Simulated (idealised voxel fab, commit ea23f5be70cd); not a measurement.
This section sets out a process module, namely voxel fin reveal.
Square cells of 5 nm make up the cross-section cut, whose width is 250 nm.
Reading order for cross-sections: top band down to bottom band. Underlying form: a grid of square cells. Band size: one or more rows of cells. First you get the band's top height and its bottom height, in nm, and then the materials it's made of, left to right, with each width in nm. If you see a single material with "full width", that one covers the band edge to edge. "air" is empty space. We count height from 0. Below that, the starting wafer is all one material. The lowest band never ends at the bottom but goes on down; see "0 nm and below" for how that is written. Top row gets the first number, bottom row gets the second, and each row in between changes by the same step: that is how a band width like "30 to 40" works. Take "remained the same" at face value: in the step it is given for, the cross-section changed in none of its cells. The list in "Fully enclosed voids" covers empty spaces of 8 cells or more that cannot reach the top through any open way, and it gives each as width x height at distance; the distance is from the left edge, and width, height and distance are in nm. That trailing text on a step's line, after the settings, is the simulator's own remark on the step. Among the settings permitted on a step's line is "overlay nm"; applied to a step with a mask, it specifies the extent to which the mask lay to the right of its planned position, whereas a negative figure signifies a position to the left.
HERE'S WHAT THE PLANNED PROCESS STEPS LOOK LIKE
step 1: op RECEIVE | material Si
step 2: op CONFORMAL_DEP | material SiN | thk nm 5
step 3: op DIRECTIONAL_DEP | material aC | thk nm 15
step 4: op PATTERN | tone cover | mask id FINS | material resist | width nm 15 | pitch nm 35 | thk nm 30 | overlay nm -15
step 5: op DIRECTIONAL_ETCH | etch materials aC | depth nm 15
step 6: op STRIP | etch materials resist
step 7: op DIRECTIONAL_ETCH | etch materials SiN | depth nm 5
step 8: op DIRECTIONAL_ETCH | etch materials Si | depth nm 35
step 9: op STRIP | etch materials aC
step 10: op OXIDIZE | depth nm 5
step 11: op FILL_DEP | material SiO2 | thk nm 5
step 12: op CMP | height nm 5
step 13: op SELECTIVE_ETCH | etch materials SiO2 | depth nm 20
step 14: op STRIP | etch materials SiN
step 15: op CONFORMAL_DEP | material SiO2 | thk nm 5
Don't read the plan's overlay nm for step 4 as applying to every wafer: that's the first wafer's value, and the wafers differ in it, though they all start identical.
CROSS-SECTION OF THE FIRST OF SEVERAL WAFERS AS RECEIVED (AFTER STEP 1)
> 0 nm and below  Si full width
> Fully enclosed voids: none
MODULE END STATE AFTER FINAL STEP 15: CROSS-SECTION OF THE FIRST OF SEVERAL WAFERS
> 5 nm to 0 nm  air 85 / SiO2 15 / air 20 / SiO2 15 / air 115
> 0 nm to -10 nm  air 85 / SiO2 5 / Si 5 / SiO2 5 / air 20 / SiO2 5 / Si 5 / SiO2 5 / air 115
> -10 nm to -40 nm  SiO2 90 / Si 5 / SiO2 30 / Si 5 / SiO2 120
> -40 nm and below  Si full width
> Fully enclosed voids: none
THE FINAL WAFER, SECTIONED AT MODULE END
> 5 nm to 0 nm  air 115 / SiO2 15 / air 20 / SiO2 15 / air 85
> 0 nm to -10 nm  air 115 / SiO2 5 / Si 5 / SiO2 5 / air 20 / SiO2 5 / Si 5 / SiO2 5 / air 85
> -10 nm to -40 nm  SiO2 120 / Si 5 / SiO2 30 / Si 5 / SiO2 90
> -40 nm and below  Si full width
> Fully enclosed voids: none
WHERE EACH WAFER STANDS AT THE END OF THE MODULE, A ROW APIECE: CELLS OF EACH MATERIAL GAINED (+) OR LOST (-) SINCE IT WAS RECEIVED, THEN CLOSED VOIDS
overlay nm -15, -384 Si, +302 SiO2, Fully enclosed voids: none
overlay nm -10, -384 Si, +302 SiO2, Fully enclosed voids: none
overlay nm -5, -384 Si, +302 SiO2, Fully enclosed voids: none
overlay nm 0, -384 Si, +302 SiO2, Fully enclosed voids: none
overlay nm 5, -384 Si, +302 SiO2, Fully enclosed voids: none
overlay nm 10, -384 Si, +302 SiO2, Fully enclosed voids: none
overlay nm 15, -384 Si, +302 SiO2, Fully enclosed voids: none
